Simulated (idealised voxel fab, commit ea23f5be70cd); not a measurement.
process module | voxel self aligned contacts
cross-section cut | 290 nm wide | cells 5 nm
A cross-section is a grid of square cells, given in bands from the top down. A band is one or more rows of cells.
Each band's line starts with the height of the band's top and of its bottom, in nm. Then come its materials from left to right, each with its width in nm. One material with "throughout" fills the band from edge to edge. "air" is empty space.
Height 0 is the level under which the wafer as received is all one material. The lowest band goes on downwards, as in "0 down".
A width such as "30 to 40" changes by the same amount from each row of cells to the next, from the band's top row to its bottom row.
"no change" after a step means that no cell of the cross-section changed.
closed voids: empty space of 8 cells or more with no open way to the top, each as width x height at its distance from the left edge, in nm
after a step's settings: what the simulator itself notes on the step
overlay nm, on a step with a mask: how far to the right of its planned place the mask lay; to the left if negative
plan
1 op RECEIVE | material Si
2 op CONFORMAL_DEP | material SiO2 | thk nm 5
3 op DIRECTIONAL_DEP | material polySi | thk nm 25
4 op DIRECTIONAL_DEP | material SiN | thk nm 20
5 op DIRECTIONAL_DEP | material aC | thk nm 10
6 op PATTERN | tone cover | mask id GATE | material resist | width nm 35 | pitch nm 60 | thk nm 25 | overlay nm 0
7 op DIRECTIONAL_ETCH | etch materials aC | depth nm 10
8 op STRIP | etch materials resist
9 op DIRECTIONAL_ETCH | etch materials SiN | depth nm 20
10 op DIRECTIONAL_ETCH | etch materials polySi | depth nm 25
11 op STRIP | etch materials aC
12 op CONFORMAL_DEP | material SiN | thk nm 5
13 op DIRECTIONAL_ETCH | etch materials SiN | depth nm 5
14 op FILL_DEP | material SiO2 | thk nm 10
15 op CMP | height nm 45
16 op MASKED_ETCH | tone open | mask id CONTACT | width nm 35 | etch materials SiO2 | depth nm 55 | overlay nm 0
17 op CONFORMAL_DEP | material TiN | thk nm 5
18 op FILL_DEP | material W | thk nm 5
19 op CMP | height nm 55
20 op CONFORMAL_DEP | material SiN | thk nm 5
varied across the wafers: height nm of step 15. The plan shows the first wafer's value. All wafers start alike
first wafer as received, after step 1
  0 down: Si throughout
  closed voids: none
each wafer at the end: cells of each material gained (+) or lost (-) since it was received, then its closed voids
height nm 45 | +132 SiN | +351 SiO2 | +76 TiN | +67 W | +70 polySi | closed voids: none
height nm 50 | +150 SiN | +388 SiO2 | +78 TiN | +10 W | +70 polySi | closed voids: none
height nm 55 | +150 SiN | +439 SiO2 | +27 TiN | +10 W | +70 polySi | closed voids: none
height nm 60 | +150 SiN | +442 SiO2 | +25 TiN | +9 W | +70 polySi | closed voids: none
